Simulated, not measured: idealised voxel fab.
process module | voxel trench capacitor
cross-section cut | 215 nm wide | cells 5 nm
A cross-section is a grid of square cells, given in bands from the top down. A band is one or more rows of cells.
Each band's line starts with the height of the band's top and of its bottom, in nm. Then come its materials from left to right, each with its width in nm. One material with "throughout" fills the band from edge to edge. "air" is empty space.
Height 0 is the level under which the wafer as received is all one material. The lowest band goes on downwards, as in "0 down".
A width such as "30 to 40" changes by the same amount from each row of cells to the next, from the band's top row to its bottom row.
"no change" after a step means that no cell of the cross-section changed.
closed voids: empty space of 8 cells or more with no open way to the top, each as width x height at its distance from the left edge, in nm
after a step's settings: what the simulator itself notes on the step
overlay nm, on a step with a mask: how far to the right of its planned place the mask lay; to the left if negative
plan
1 op RECEIVE | material Si
2 op CONFORMAL_DEP | material SiN | thk nm 10
3 op MASKED_ETCH | tone open | mask id TRENCH | width nm 30 | pitch nm 45 | etch materials SiN | depth nm 10 | overlay nm 0
4 op MASKED_ETCH | tone open | mask id TRENCH | width nm 30 | pitch nm 45 | etch materials Si | depth nm 25 | overlay nm 0
5 op CONFORMAL_DEP | material Al2O3 | thk nm 5
6 op CONFORMAL_DEP | material TiN | thk nm 5
7 op FILL_DEP | material W | thk nm 5
8 op CMP | height nm 10
as received, after step 1
  0 down: Si throughout
  closed voids: none
a wafer at the end: this start, this plan, one mistake
  10 to 0: SiN 45 | Al2O3 5 | TiN 5 | W 5 | TiN 10 to 5 | Al2O3 5 to 10 | SiN 15 | Al2O3 5 | TiN 5 | W 5 | TiN 10 to 5 | Al2O3 5 to 10 | SiN 15 | Al2O3 5 | TiN 5 | W 5 | TiN 10 to 5 | Al2O3 5 to 10 | SiN 50
  0 to -15: Si 45 | Al2O3 5 | TiN 5 | W 5 | TiN 5 | Al2O3 5 | Si 20 | Al2O3 5 | TiN 5 | W 5 | TiN 5 | Al2O3 5 | Si 20 | Al2O3 5 | TiN 5 | W 5 | TiN 5 | Al2O3 5 | Si 55
  -15 to -20: Si 45 | Al2O3 5 | TiN 15 | Al2O3 5 | Si 20 | Al2O3 5 | TiN 15 | Al2O3 5 | Si 20 | Al2O3 5 | TiN 15 | Al2O3 5 | Si 55
  -20 to -25: Si 45 | Al2O3 25 | Si 20 | Al2O3 25 | Si 20 | Al2O3 25 | Si 55
  -25 down: Si throughout
  closed voids: none
what went wrong: step 4 ran as: op MASKED_ETCH | tone open | mask id TRENCH | width nm 30 | pitch nm 45 | etch materials Si | depth nm 25 | overlay nm -5
